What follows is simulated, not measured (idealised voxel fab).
Herein follows the process module entitled voxel transistor to metal.
Square cells of 5 nm make up the cross-section cut, whose width is 185 nm.
A cross-section in this document is a grid of square cells, and it is written down as bands, the top band listed before the ones below it; a band is made up of one or more rows of cells. In this notation a band is specified by the heights of its top and bottom, in that order and in nm, after which its materials appear from left to right, each paired with its width in nm. The word "everywhere" attached to a single material means that material fills the band from edge to edge; the word "air" stands for empty space. Below 0: as-received wafer, all one material; heights counted from there. Lowest band: no bottom, goes on down, written "0..down". The width entry "30->40" should be interpreted row by row: the top row of cells in the band takes the first number, the bottom row takes the second number, and the change between adjacent rows is uniform throughout. "remained the same" for a step: no cell of the cross-section changed in that step. Any empty space of 8 cells or more lacking an open way to the top shows up in "Catalogued sealed voids" as width x height at distance, distance from the left edge, in nm. On each step's line, the part that comes after the settings is the simulator's own comment on the step. "overlay nm", when on a step's line for a step with a mask, measures how far to the right of its planned place the mask lay; a negative measure means to the left.

# Steps in the process plan
1,RECEIVE with material Si
2,OXIDIZE with depth nm 5
3,CONFORMAL_DEP with material SiN, thk nm 10
4,DIRECTIONAL_DEP with material aC, thk nm 10
5,PATTERN with tone cover, mask id ACTIVE, material resist, width nm 105, thk nm 25, overlay nm 0
6,DIRECTIONAL_ETCH with etch materials aC, depth nm 10
7,STRIP with etch materials resist
8,DIRECTIONAL_ETCH with etch materials SiN, depth nm 10
9,DIRECTIONAL_ETCH with etch materials SiO2, depth nm 5
10,DIRECTIONAL_ETCH with etch materials Si, depth nm 35
11,STRIP with etch materials aC
12,OXIDIZE with depth nm 5
13,FILL_DEP with material SiO2, thk nm 5
14,CMP with height nm 10
15,SELECTIVE_ETCH with etch materials SiO2, depth nm 5
16,STRIP with etch materials SiN
17,SELECTIVE_ETCH with etch materials SiO2, depth nm 5
18,OXIDIZE with depth nm 5
19,DIRECTIONAL_DEP with material polySi, thk nm 30
20,DIRECTIONAL_DEP with material SiCN, thk nm 10
21,PATTERN with tone cover, mask id GATE, material resist, width nm 25, thk nm 20, overlay nm 0
22,DIRECTIONAL_ETCH with etch materials SiCN, depth nm 20
23,DIRECTIONAL_ETCH with etch materials polySi, depth nm 40
24,STRIP with etch materials resist
25,CONFORMAL_DEP with material SiO2, thk nm 5
26,DIRECTIONAL_ETCH with etch materials SiO2, depth nm 5
27,CONFORMAL_DEP with material SiN, thk nm 5
28,DIRECTIONAL_ETCH with etch materials SiN, depth nm 5
29,DIRECTIONAL_ETCH with etch materials SiO2, depth nm 5
30,DIRECTIONAL_ETCH with etch materials Si, depth nm 10
31,EPI with material nSi, thk nm 10
32,FILL_DEP with material SiO2, thk nm 10
33,CMP with height nm 35
34,DIRECTIONAL_DEP with material SiO2, thk nm 15
35,PATTERN with tone open, mask id CONTACT, material resist, width nm 20, pitch nm 75, thk nm 15, overlay nm 0
36,DIRECTIONAL_ETCH with etch materials SiO2, depth nm 60
37,STRIP with etch materials resist
38,CONFORMAL_DEP with material TiN, thk nm 5
39,FILL_DEP with material Ru, thk nm 5
40,CMP with height nm 50
41,DIRECTIONAL_DEP with material TiN, thk nm 5
42,DIRECTIONAL_DEP with material W, thk nm 15
43,DIRECTIONAL_DEP with material aC, thk nm 15
44,PATTERN with tone cover, mask id METAL_1, material resist, width nm 20, pitch nm 75, thk nm 35, overlay nm 0
45,DIRECTIONAL_ETCH with etch materials aC, depth nm 15
46,STRIP with etch materials resist
47,DIRECTIONAL_ETCH with etch materials W, depth nm 15
48,DIRECTIONAL_ETCH with etch materials TiN, depth nm 5
49,STRIP with etch materials aC
50,CONFORMAL_DEP with material SiN, thk nm 5
51,FILL_DEP with material lowk, thk nm 10
52,CMP with height nm 70
53,CONFORMAL_DEP with material SiCN, thk nm 5
54,DIRECTIONAL_DEP with material SiO2, thk nm 35
55,MASKED_ETCH with tone open, mask id METAL_2, width nm 20, pitch nm 75, etch materials SiO2, depth nm 20, overlay nm 0
56,MASKED_ETCH with tone open, mask id METAL_2_HOLES, width nm 15, pitch nm 75, etch materials SiO2, depth nm 15, overlay nm 0
57,MASKED_ETCH with tone open, mask id METAL_2_HOLES, width nm 15, pitch nm 75, etch materials SiCN, depth nm 5, overlay nm 0
58,CONFORMAL_DEP with material TiN, thk nm 5
59,FILL_DEP with material Ru, thk nm 5
60,CMP with height nm 110
61,CONFORMAL_DEP with material SiN, thk nm 5

# First wafer of two (run as planned)

# Received-state cross-section, reflecting completion of step 1
	0..down  Si everywhere
	Catalogued sealed voids: none

# Cross-section of the wafer after step 2
	0..-5  SiO2 everywhere
	Anything lower than -5 is untouched.

# Cross-section of the wafer after step 3
	10..0  SiN everywhere
	Anything lower than 0 is untouched.

# Cross-section of the wafer after step 4
	20..10  aC everywhere
	Anything lower than 10 is untouched.

# Cross-section of the wafer after step 5
	45..20  air (40) | resist (105) | air (40)
	Anything lower than 20 is untouched.

# Cross-section of the wafer after step 6
	35..20  air (40) | resist (105) | air (40)
	20..10  air (40) | aC (105) | air (40)
	Anything lower than 10 is untouched.

# Cross-section of the wafer after step 7
	20..10  air (40) | aC (105) | air (40)
	Anything lower than 10 is untouched.

# Cross-section of the wafer after step 8
	20..10  air (40) | aC (105) | air (40)
	10..0  air (40) | SiN (105) | air (40)
	Anything lower than 0 is untouched.

# Cross-section of the wafer after step 9
	20..10  air (40) | aC (105) | air (40)
	10..0  air (40) | SiN (105) | air (40)
	0..-5  air (40) | SiO2 (105) | air (40)
	Anything lower than -5 is untouched.

# Cross-section of the wafer after step 10
	20..10  air (40) | aC (105) | air (40)
	10..0  air (40) | SiN (105) | air (40)
	0..-5  air (40) | SiO2 (105) | air (40)
	-5..-40  air (40) | Si (105) | air (40)
	Anything lower than -40 is untouched.

# Cross-section of the wafer after step 11
	10..0  air (40) | SiN (105) | air (40)
	Anything lower than 0 is untouched.

# Cross-section of the wafer after step 12
	10..0  air (40) | SiN (105) | air (40)
	0..-5  air (40) | SiO2 (105) | air (40)
	-5..-40  air (40) | SiO2 (5) | Si (95) | SiO2 (5) | air (40)
	-40..-45  SiO2 (45) | Si (95) | SiO2 (45)
	Anything lower than -45 is untouched.

# Cross-section of the wafer after step 13
	15..10  SiO2 everywhere
	10..0  SiO2 (40) | SiN (105) | SiO2 (40)
	0..-5  SiO2 everywhere
	-5..-45  SiO2 (45) | Si (95) | SiO2 (45)
	Anything lower than -45 is untouched.

# Cross-section of the wafer after step 14
	10..0  SiO2 (40) | SiN (105) | SiO2 (40)
	Anything lower than 0 is untouched.

# Cross-section of the wafer after step 15
	10..5  air (40) | SiN (105) | air (40)
	Anything lower than 5 is untouched.

# Cross-section of the wafer after step 16
	5..0  SiO2 (40) | air (105) | SiO2 (40)
	Anything lower than 0 is untouched.

# Cross-section of the wafer after step 17
	0..-5  SiO2 (35) | air (115) | SiO2 (35)
	Anything lower than -5 is untouched.

# Cross-section of the wafer after step 18
	0..-5  SiO2 (35) | air (115) | SiO2 (35)
	-5..-10  SiO2 everywhere
	Anything lower than -10 is untouched.

# Cross-section of the wafer after step 19
	30..25  polySi (35) | air (115) | polySi (35)
	25..0  polySi everywhere
	0..-5  SiO2 (35) | polySi (115) | SiO2 (35)
	Anything lower than -5 is untouched.

# Cross-section of the wafer after step 20
	40..35  SiCN (35) | air (115) | SiCN (35)
	35..30  SiCN everywhere
	30..25  polySi (35) | SiCN (115) | polySi (35)
	Anything lower than 25 is untouched.

# Cross-section of the wafer after step 21
	60..40  air (80) | resist (25) | air (80)
	40..35  SiCN (35) | air (45) | resist (25) | air (45) | SiCN (35)
	Anything lower than 35 is untouched.

# Cross-section of the wafer after step 22
	60..35  air (80) | resist (25) | air (80)
	35..30  air (80) | SiCN (25) | air (80)
	30..25  polySi (35) | air (45) | SiCN (25) | air (45) | polySi (35)
	Anything lower than 25 is untouched.

# Cross-section of the wafer after step 23
	60..35  air (80) | resist (25) | air (80)
	35..25  air (80) | SiCN (25) | air (80)
	25..0  air (80) | polySi (25) | air (80)
	0..-5  SiO2 (35) | air (45) | polySi (25) | air (45) | SiO2 (35)
	Anything lower than -5 is untouched.

# Cross-section of the wafer after step 24
	35..25  air (80) | SiCN (25) | air (80)
	Anything lower than 25 is untouched.

# Cross-section of the wafer after step 25
	40..35  air (75) | SiO2 (35) | air (75)
	35..25  air (75) | SiO2 (5) | SiCN (25) | SiO2 (5) | air (75)
	25..5  air (75) | SiO2 (5) | polySi (25) | SiO2 (5) | air (75)
	5..0  SiO2 (40) | air (35) | SiO2 (5) | polySi (25) | SiO2 (5) | air (35) | SiO2 (40)
	0..-5  SiO2 (80) | polySi (25) | SiO2 (80)
	Anything lower than -5 is untouched.

# Cross-section of the wafer after step 26
	35..25  air (75) | SiO2 (5) | SiCN (25) | SiO2 (5) | air (75)
	25..0  air (75) | SiO2 (5) | polySi (25) | SiO2 (5) | air (75)
	0..-5  SiO2 (40) | air (35) | SiO2 (5) | polySi (25) | SiO2 (5) | air (35) | SiO2 (40)
	Anything lower than -5 is untouched.

# Cross-section of the wafer after step 27
	40..35  air (70) | SiN (45) | air (70)
	35..25  air (70) | SiN (5) | SiO2 (5) | SiCN (25) | SiO2 (5) | SiN (5) | air (70)
	25..5  air (70) | SiN (5) | SiO2 (5) | polySi (25) | SiO2 (5) | SiN (5) | air (70)
	5..0  SiN (45) | air (25) | SiN (5) | SiO2 (5) | polySi (25) | SiO2 (5) | SiN (5) | air (25) | SiN (45)
	0..-5  SiO2 (40) | SiN (35) | SiO2 (5) | polySi (25) | SiO2 (5) | SiN (35) | SiO2 (40)
	Anything lower than -5 is untouched.

# Cross-section of the wafer after step 28
	35..25  air (70) | SiN (5) | SiO2 (5) | SiCN (25) | SiO2 (5) | SiN (5) | air (70)
	25..0  air (70) | SiN (5) | SiO2 (5) | polySi (25) | SiO2 (5) | SiN (5) | air (70)
	0..-5  SiO2 (40) | SiN (5) | air (25) | SiN (5) | SiO2 (5) | polySi (25) | SiO2 (5) | SiN (5) | air (25) | SiN (5) | SiO2 (40)
	Anything lower than -5 is untouched.

# Cross-section of the wafer after step 29
	35..30  air (70) | SiN (5) | air (5) | SiCN (25) | air (5) | SiN (5) | air (70)
	30..25  air (70) | SiN (5) | SiO2 (5) | SiCN (25) | SiO2 (5) | SiN (5) | air (70)
	25..0  air (70) | SiN (5) | SiO2 (5) | polySi (25) | SiO2 (5) | SiN (5) | air (70)
	0..-5  air (40) | SiN (5) | air (25) | SiN (5) | SiO2 (5) | polySi (25) | SiO2 (5) | SiN (5) | air (25) | SiN (5) | air (40)
	-5..-10  SiO2 (45) | air (25) | SiO2 (45) | air (25) | SiO2 (45)
	Anything lower than -10 is untouched.

# Cross-section of the wafer after step 30
	35..30  air (70) | SiN (5) | air (5) | SiCN (25) | air (5) | SiN (5) | air (70)
	30..25  air (70) | SiN (5) | SiO2 (5) | SiCN (25) | SiO2 (5) | SiN (5) | air (70)
	25..0  air (70) | SiN (5) | SiO2 (5) | polySi (25) | SiO2 (5) | SiN (5) | air (70)
	0..-5  air (40) | SiN (5) | air (25) | SiN (5) | SiO2 (5) | polySi (25) | SiO2 (5) | SiN (5) | air (25) | SiN (5) | air (40)
	-5..-10  SiO2 (45) | air (25) | SiO2 (45) | air (25) | SiO2 (45)
	-10..-20  SiO2 (45) | air (25) | Si (45) | air (25) | SiO2 (45)
	Anything lower than -20 is untouched.

# Cross-section of the wafer after step 31
	35..30  air (70) | SiN (5) | air (5) | SiCN (25) | air (5) | SiN (5) | air (70)
	30..25  air (70) | SiN (5) | SiO2 (5) | SiCN (25) | SiO2 (5) | SiN (5) | air (70)
	25..0  air (70) | SiN (5) | SiO2 (5) | polySi (25) | SiO2 (5) | SiN (5) | air (70)
	0..-5  air (40) | SiN (5) | air (15) | nSi (10) | SiN (5) | SiO2 (5) | polySi (25) | SiO2 (5) | SiN (5) | nSi (10) | air (15) | SiN (5) | air (40)
	-5..-10  SiO2 (45) | air (15) | nSi (10) | SiO2 (45) | nSi (10) | air (15) | SiO2 (45)
	-10..-20  SiO2 (45) | nSi (25) | Si (45) | nSi (25) | SiO2 (45)
	Anything lower than -20 is untouched.

# Cross-section of the wafer after step 32
	45..35  SiO2 everywhere
	35..25  SiO2 (70) | SiN (5) | SiO2 (5) | SiCN (25) | SiO2 (5) | SiN (5) | SiO2 (70)
	25..0  SiO2 (70) | SiN (5) | SiO2 (5) | polySi (25) | SiO2 (5) | SiN (5) | SiO2 (70)
	0..-5  SiO2 (40) | SiN (5) | SiO2 (15) | nSi (10) | SiN (5) | SiO2 (5) | polySi (25) | SiO2 (5) | SiN (5) | nSi (10) | SiO2 (15) | SiN (5) | SiO2 (40)
	-5..-10  SiO2 (60) | nSi (10) | SiO2 (45) | nSi (10) | SiO2 (60)
	Anything lower than -10 is untouched.

# Cross-section of the wafer after step 33
	35..25  SiO2 (70) | SiN (5) | SiO2 (5) | SiCN (25) | SiO2 (5) | SiN (5) | SiO2 (70)
	Anything lower than 25 is untouched.

# Cross-section of the wafer after step 34
	50..35  SiO2 everywhere
	Anything lower than 35 is untouched.

# Cross-section of the wafer after step 35
	65..50  resist (45) | air (20) | resist (55) | air (20) | resist (45)
	Anything lower than 50 is untouched.

# Cross-section of the wafer after step 36
	65..50  resist (45) | air (20) | resist (55) | air (20) | resist (45)
	50..35  SiO2 (45) | air (20) | SiO2 (55) | air (20) | SiO2 (45)
	35..25  SiO2 (45) | air (20) | SiO2 (5) | SiN (5) | SiO2 (5) | SiCN (25) | SiO2 (5) | SiN (5) | SiO2 (5) | air (20) | SiO2 (45)
	25..0  SiO2 (45) | air (20) | SiO2 (5) | SiN (5) | SiO2 (5) | polySi (25) | SiO2 (5) | SiN (5) | SiO2 (5) | air (20) | SiO2 (45)
	0..-5  SiO2 (40) | SiN (5) | air (15) | nSi (10) | SiN (5) | SiO2 (5) | polySi (25) | SiO2 (5) | SiN (5) | nSi (10) | air (15) | SiN (5) | SiO2 (40)
	-5..-10  SiO2 (45) | air (15) | nSi (10) | SiO2 (45) | nSi (10) | air (15) | SiO2 (45)
	Anything lower than -10 is untouched.

# Cross-section of the wafer after step 37
	50..35  SiO2 (45) | air (20) | SiO2 (55) | air (20) | SiO2 (45)
	Anything lower than 35 is untouched.

# Cross-section of the wafer after step 38
	55..50  TiN (50) | air (10) | TiN (65) | air (10) | TiN (50)
	50..35  SiO2 (45) | TiN (5) | air (10) | TiN (5) | SiO2 (55) | TiN (5) | air (10) | TiN (5) | SiO2 (45)
	35..25  SiO2 (45) | TiN (5) | air (10) | TiN (5) | SiO2 (5) | SiN (5) | SiO2 (5) | SiCN (25) | SiO2 (5) | SiN (5) | SiO2 (5) | TiN (5) | air (10) | TiN (5) | SiO2 (45)
	25..5  SiO2 (45) | TiN (5) | air (10) | TiN (5) | SiO2 (5) | SiN (5) | SiO2 (5) | polySi (25) | SiO2 (5) | SiN (5) | SiO2 (5) | TiN (5) | air (10) | TiN (5) | SiO2 (45)
	5..0  SiO2 (45) | TiN (5) | air (5) | TiN (10) | SiO2 (5) | SiN (5) | SiO2 (5) | polySi (25) | SiO2 (5) | SiN (5) | SiO2 (5) | TiN (10) | air (5) | TiN (5) | SiO2 (45)
	0..-5  SiO2 (40) | SiN (5) | TiN (5) | air (5) | TiN (5) | nSi (10) | SiN (5) | SiO2 (5) | polySi (25) | SiO2 (5) | SiN (5) | nSi (10) | TiN (5) | air (5) | TiN (5) | SiN (5) | SiO2 (40)
	-5..-10  SiO2 (45) | TiN (15) | nSi (10) | SiO2 (45) | nSi (10) | TiN (15) | SiO2 (45)
	Anything lower than -10 is untouched.

# Cross-section of the wafer after step 39
	60..55  Ru everywhere
	55..50  TiN (50) | Ru (10) | TiN (65) | Ru (10) | TiN (50)
	50..35  SiO2 (45) | TiN (5) | Ru (10) | TiN (5) | SiO2 (55) | TiN (5) | Ru (10) | TiN (5) | SiO2 (45)
	35..25  SiO2 (45) | TiN (5) | Ru (10) | TiN (5) | SiO2 (5) | SiN (5) | SiO2 (5) | SiCN (25) | SiO2 (5) | SiN (5) | SiO2 (5) | TiN (5) | Ru (10) | TiN (5) | SiO2 (45)
	25..5  SiO2 (45) | TiN (5) | Ru (10) | TiN (5) | SiO2 (5) | SiN (5) | SiO2 (5) | polySi (25) | SiO2 (5) | SiN (5) | SiO2 (5) | TiN (5) | Ru (10) | TiN (5) | SiO2 (45)
	5..0  SiO2 (45) | TiN (5) | Ru (5) | TiN (10) | SiO2 (5) | SiN (5) | SiO2 (5) | polySi (25) | SiO2 (5) | SiN (5) | SiO2 (5) | TiN (10) | Ru (5) | TiN (5) | SiO2 (45)
	0..-5  SiO2 (40) | SiN (5) | TiN (5) | Ru (5) | TiN (5) | nSi (10) | SiN (5) | SiO2 (5) | polySi (25) | SiO2 (5) | SiN (5) | nSi (10) | TiN (5) | Ru (5) | TiN (5) | SiN (5) | SiO2 (40)
	Anything lower than -5 is untouched.

# Cross-section of the wafer after step 40
	50..35  SiO2 (45) | TiN (5) | Ru (10) | TiN (5) | SiO2 (55) | TiN (5) | Ru (10) | TiN (5) | SiO2 (45)
	Anything lower than 35 is untouched.

# Cross-section of the wafer after step 41
	55..50  TiN everywhere
	Anything lower than 50 is untouched.

# Cross-section of the wafer after step 42
	70..55  W everywhere
	Anything lower than 55 is untouched.

# Cross-section of the wafer after step 43
	85..70  aC everywhere
	Anything lower than 70 is untouched.

# Cross-section of the wafer after step 44
	120..85  air (45) | resist (20) | air (55) | resist (20) | air (45)
	Anything lower than 85 is untouched.

# Cross-section of the wafer after step 45
	105..85  air (45) | resist (20) | air (55) | resist (20) | air (45)
	85..70  air (45) | aC (20) | air (55) | aC (20) | air (45)
	Anything lower than 70 is untouched.

# Cross-section of the wafer after step 46
	85..70  air (45) | aC (20) | air (55) | aC (20) | air (45)
	Anything lower than 70 is untouched.

# Cross-section of the wafer after step 47
	85..70  air (45) | aC (20) | air (55) | aC (20) | air (45)
	70..55  air (45) | W (20) | air (55) | W (20) | air (45)
	Anything lower than 55 is untouched.

# Cross-section of the wafer after step 48
	85..70  air (45) | aC (20) | air (55) | aC (20) | air (45)
	70..55  air (45) | W (20) | air (55) | W (20) | air (45)
	55..50  air (45) | TiN (20) | air (55) | TiN (20) | air (45)
	Anything lower than 50 is untouched.

# Cross-section of the wafer after step 49
	70..55  air (45) | W (20) | air (55) | W (20) | air (45)
	Anything lower than 55 is untouched.

# Cross-section of the wafer after step 50
	75..70  air (40) | SiN (30) | air (45) | SiN (30) | air (40)
	70..55  air (40) | SiN (5) | W (20) | SiN (5) | air (45) | SiN (5) | W (20) | SiN (5) | air (40)
	55..50  SiN (45) | TiN (20) | SiN (55) | TiN (20) | SiN (45)
	Anything lower than 50 is untouched.

# Cross-section of the wafer after step 51
	85..75  lowk everywhere
	75..70  lowk (40) | SiN (30) | lowk (45) | SiN (30) | lowk (40)
	70..55  lowk (40) | SiN (5) | W (20) | SiN (5) | lowk (45) | SiN (5) | W (20) | SiN (5) | lowk (40)
	Anything lower than 55 is untouched.

# Cross-section of the wafer after step 52
	70..55  lowk (40) | SiN (5) | W (20) | SiN (5) | lowk (45) | SiN (5) | W (20) | SiN (5) | lowk (40)
	Anything lower than 55 is untouched.

# Cross-section of the wafer after step 53
	75..70  SiCN everywhere
	Anything lower than 70 is untouched.

# Cross-section of the wafer after step 54
	110..75  SiO2 everywhere
	Anything lower than 75 is untouched.

# Cross-section of the wafer after step 55
	110..90  SiO2 (45) | air (20) | SiO2 (55) | air (20) | SiO2 (45)
	Anything lower than 90 is untouched.

# Cross-section of the wafer after step 56
	110..90  SiO2 (45) | air (20) | SiO2 (55) | air (20) | SiO2 (45)
	90..75  SiO2 (45) | air (15) | SiO2 (60) | air (15) | SiO2 (50)
	Anything lower than 75 is untouched.

# Cross-section of the wafer after step 57
	110..90  SiO2 (45) | air (20) | SiO2 (55) | air (20) | SiO2 (45)
	90..75  SiO2 (45) | air (15) | SiO2 (60) | air (15) | SiO2 (50)
	75..70  SiCN (45) | air (15) | SiCN (60) | air (15) | SiCN (50)
	Anything lower than 70 is untouched.

# Cross-section of the wafer after step 58
	115..110  TiN (50) | air (10) | TiN (65) | air (10) | TiN (50)
	110..95  SiO2 (45) | TiN (5) | air (10) | TiN (5) | SiO2 (55) | TiN (5) | air (10) | TiN (5) | SiO2 (45)
	95..90  SiO2 (45) | TiN (5) | air (5) | TiN (10) | SiO2 (55) | TiN (5) | air (5) | TiN (10) | SiO2 (45)
	90..75  SiO2 (45) | TiN (5) | air (5) | TiN (5) | SiO2 (60) | TiN (5) | air (5) | TiN (5) | SiO2 (50)
	75..70  SiCN (45) | TiN (15) | SiCN (60) | TiN (15) | SiCN (50)
	Anything lower than 70 is untouched.

# Cross-section of the wafer after step 59
	120..115  Ru everywhere
	115..110  TiN (50) | Ru (10) | TiN (65) | Ru (10) | TiN (50)
	110..95  SiO2 (45) | TiN (5) | Ru (10) | TiN (5) | SiO2 (55) | TiN (5) | Ru (10) | TiN (5) | SiO2 (45)
	95..90  SiO2 (45) | TiN (5) | Ru (5) | TiN (10) | SiO2 (55) | TiN (5) | Ru (5) | TiN (10) | SiO2 (45)
	90..75  SiO2 (45) | TiN (5) | Ru (5) | TiN (5) | SiO2 (60) | TiN (5) | Ru (5) | TiN (5) | SiO2 (50)
	Anything lower than 75 is untouched.

# Cross-section of the wafer after step 60
	110..95  SiO2 (45) | TiN (5) | Ru (10) | TiN (5) | SiO2 (55) | TiN (5) | Ru (10) | TiN (5) | SiO2 (45)
	Anything lower than 95 is untouched.

# Cross-section of the wafer after step 61
	115..110  SiN everywhere
	Anything lower than 110 is untouched.

# For the second wafer, take the first wafer's start and plan, then add one mistake made in running it; everything through step 40, that step included, is shared with the first

# Cross-section, second wafer, at the end time the plan gives for step 41
	65..50  W everywhere
	Anything lower than 50 is untouched.

# Cross-section, second wafer, at the end time the plan gives for step 42
	70..65  TiN everywhere
	Anything lower than 65 is untouched.

# Cross-section, second wafer, at the end time the plan gives for step 43
	85..70  aC everywhere
	Anything lower than 70 is untouched.

# Cross-section, second wafer, at the end time the plan gives for step 44
	120..85  air (45) | resist (20) | air (55) | resist (20) | air (45)
	Anything lower than 85 is untouched.

# Cross-section, second wafer, at the end time the plan gives for step 45
	105..85  air (45) | resist (20) | air (55) | resist (20) | air (45)
	85..70  air (45) | aC (20) | air (55) | aC (20) | air (45)
	Anything lower than 70 is untouched.

# Cross-section, second wafer, at the end time the plan gives for step 46
	85..70  air (45) | aC (20) | air (55) | aC (20) | air (45)
	Anything lower than 70 is untouched.

Cross-section, second wafer, at the end time the plan gives for step 47: remained the same

# Cross-section, second wafer, at the end time the plan gives for step 48
	85..70  air (45) | aC (20) | air (55) | aC (20) | air (45)
	70..65  air (45) | TiN (20) | air (55) | TiN (20) | air (45)
	Anything lower than 65 is untouched.

# Cross-section, second wafer, at the end time the plan gives for step 49
	70..65  air (45) | TiN (20) | air (55) | TiN (20) | air (45)
	Anything lower than 65 is untouched.

# Cross-section, second wafer, at the end time the plan gives for step 50
	75..70  air (40) | SiN (30) | air (45) | SiN (30) | air (40)
	70..65  SiN (45) | TiN (20) | SiN (55) | TiN (20) | SiN (45)
	Anything lower than 65 is untouched.

# Cross-section, second wafer, at the end time the plan gives for step 51
	85..75  lowk everywhere
	75..70  lowk (40) | SiN (30) | lowk (45) | SiN (30) | lowk (40)
	Anything lower than 70 is untouched.

# Cross-section, second wafer, at the end time the plan gives for step 52
	70..65  SiN (45) | TiN (20) | SiN (55) | TiN (20) | SiN (45)
	Anything lower than 65 is untouched.

# Cross-section, second wafer, at the end time the plan gives for step 53
	75..70  SiCN everywhere
	Anything lower than 70 is untouched.

# Cross-section, second wafer, at the end time the plan gives for step 54
	110..75  SiO2 everywhere
	Anything lower than 75 is untouched.

# Cross-section, second wafer, at the end time the plan gives for step 55
	110..90  SiO2 (45) | air (20) | SiO2 (55) | air (20) | SiO2 (45)
	Anything lower than 90 is untouched.

# Cross-section, second wafer, at the end time the plan gives for step 56
	110..90  SiO2 (45) | air (20) | SiO2 (55) | air (20) | SiO2 (45)
	90..75  SiO2 (45) | air (15) | SiO2 (60) | air (15) | SiO2 (50)
	Anything lower than 75 is untouched.

# Cross-section, second wafer, at the end time the plan gives for step 57
	110..90  SiO2 (45) | air (20) | SiO2 (55) | air (20) | SiO2 (45)
	90..75  SiO2 (45) | air (15) | SiO2 (60) | air (15) | SiO2 (50)
	75..70  SiCN (45) | air (15) | SiCN (60) | air (15) | SiCN (50)
	Anything lower than 70 is untouched.

# Cross-section, second wafer, at the end time the plan gives for step 58
	115..110  TiN (50) | air (10) | TiN (65) | air (10) | TiN (50)
	110..95  SiO2 (45) | TiN (5) | air (10) | TiN (5) | SiO2 (55) | TiN (5) | air (10) | TiN (5) | SiO2 (45)
	95..90  SiO2 (45) | TiN (5) | air (5) | TiN (10) | SiO2 (55) | TiN (5) | air (5) | TiN (10) | SiO2 (45)
	90..75  SiO2 (45) | TiN (5) | air (5) | TiN (5) | SiO2 (60) | TiN (5) | air (5) | TiN (5) | SiO2 (50)
	75..70  SiCN (45) | TiN (15) | SiCN (60) | TiN (15) | SiCN (50)
	Anything lower than 70 is untouched.

# Cross-section, second wafer, at the end time the plan gives for step 59
	120..115  Ru everywhere
	115..110  TiN (50) | Ru (10) | TiN (65) | Ru (10) | TiN (50)
	110..95  SiO2 (45) | TiN (5) | Ru (10) | TiN (5) | SiO2 (55) | TiN (5) | Ru (10) | TiN (5) | SiO2 (45)
	95..90  SiO2 (45) | TiN (5) | Ru (5) | TiN (10) | SiO2 (55) | TiN (5) | Ru (5) | TiN (10) | SiO2 (45)
	90..75  SiO2 (45) | TiN (5) | Ru (5) | TiN (5) | SiO2 (60) | TiN (5) | Ru (5) | TiN (5) | SiO2 (50)
	Anything lower than 75 is untouched.

# Cross-section, second wafer, at the end time the plan gives for step 60
	110..95  SiO2 (45) | TiN (5) | Ru (10) | TiN (5) | SiO2 (55) | TiN (5) | Ru (10) | TiN (5) | SiO2 (45)
	Anything lower than 95 is untouched.

# Cross-section, second wafer, at the end time the plan gives for step 61
	115..110  SiN everywhere
	Anything lower than 110 is untouched.
Heads up, the wafer didn't run the way we planned it: the processing plan was not followed for steps 41 and 42, which were run with their positions exchanged
FYI, end of process, the second wafer has more or fewer cells of some materials than the first: -12 SiN | +87 W | -75 lowk
